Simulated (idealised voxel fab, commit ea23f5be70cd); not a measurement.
process module | voxel tone inversion
cross-section cut | 215 nm wide | cells 5 nm
A cross-section is a grid of square cells, given in bands from the top down. A band is one or more rows of cells.
Each band's line starts with the height of the band's top and of its bottom, in nm. Then come its materials from left to right, each with its width in nm. One material with "throughout" fills the band from edge to edge. "air" is empty space.
Height 0 is the level under which the wafer as received is all one material. The lowest band goes on downwards, as in "0 down".
A width such as "30 to 40" changes by the same amount from each row of cells to the next, from the band's top row to its bottom row.
"no change" after a step means that no cell of the cross-section changed.
closed voids: empty space of 8 cells or more with no open way to the top, each as width x height at its distance from the left edge, in nm
after a step's settings: what the simulator itself notes on the step
overlay nm, on a step with a mask: how far to the right of its planned place the mask lay; to the left if negative
plan
1 op RECEIVE | material Si
2 op CONFORMAL_DEP | material SiN | thk nm 5
3 op DIRECTIONAL_DEP | material polySi | thk nm 15
4 op PATTERN | tone cover | mask id POSTS | material resist | width nm 20 | pitch nm 40 | thk nm 20 | overlay nm 0
5 op DIRECTIONAL_ETCH | etch materials polySi | depth nm 15
6 op STRIP | etch materials resist
7 op FILL_DEP | material SiO2 | thk nm 5
8 op CMP | height nm 20
9 op STRIP | etch materials polySi
first wafer, as planned
as received, after step 1
  0 down: Si throughout
  closed voids: none
after step 2
  5 to 0: SiN throughout
  below 0: unchanged
after step 3
  20 to 5: polySi throughout
  below 5: unchanged
after step 4
  40 to 20: air 35 | resist 20 | air 20 | resist 20 | air 20 | resist 20 | air 20 | resist 20 | air 40
  below 20: unchanged
after step 5
  40 to 20: air 35 | resist 20 | air 20 | resist 20 | air 20 | resist 20 | air 20 | resist 20 | air 40
  20 to 5: air 35 | polySi 20 | air 20 | polySi 20 | air 20 | polySi 20 | air 20 | polySi 20 | air 40
  below 5: unchanged
after step 6
  20 to 5: air 35 | polySi 20 | air 20 | polySi 20 | air 20 | polySi 20 | air 20 | polySi 20 | air 40
  below 5: unchanged
after step 7
  25 to 20: SiO2 throughout
  20 to 5: SiO2 35 | polySi 20 | SiO2 20 | polySi 20 | SiO2 20 | polySi 20 | SiO2 20 | polySi 20 | SiO2 40
  below 5: unchanged
after step 8
  20 to 5: SiO2 35 | polySi 20 | SiO2 20 | polySi 20 | SiO2 20 | polySi 20 | SiO2 20 | polySi 20 | SiO2 40
  below 5: unchanged
after step 9
  20 to 5: SiO2 35 | air 20 | SiO2 20 | air 20 | SiO2 20 | air 20 | SiO2 20 | air 20 | SiO2 40
  below 5: unchanged
second wafer: like start, like plan, one mistake. Through step 1 it matches the first wafer
when step 2 should have ended: no change
when step 3 should have ended
  15 to 0: polySi throughout
  below 0: unchanged
when step 4 should have ended
  35 to 15: air 35 | resist 20 | air 20 | resist 20 | air 20 | resist 20 | air 20 | resist 20 | air 40
  below 15: unchanged
when step 5 should have ended
  35 to 15: air 35 | resist 20 | air 20 | resist 20 | air 20 | resist 20 | air 20 | resist 20 | air 40
  15 to 0: air 35 | polySi 20 | air 20 | polySi 20 | air 20 | polySi 20 | air 20 | polySi 20 | air 40
  below 0: unchanged
when step 6 should have ended
  15 to 0: air 35 | polySi 20 | air 20 | polySi 20 | air 20 | polySi 20 | air 20 | polySi 20 | air 40
  below 0: unchanged
when step 7 should have ended
  20 to 15: SiO2 throughout
  15 to 0: SiO2 35 | polySi 20 | SiO2 20 | polySi 20 | SiO2 20 | polySi 20 | SiO2 20 | polySi 20 | SiO2 40
  below 0: unchanged
when step 8 should have ended: no change
when step 9 should have ended: no change
what went wrong: step 2 was left out
at the end the second wafer has, in cells: 43 fewer of SiN | 43 more of SiO2 | 48 more of polySi
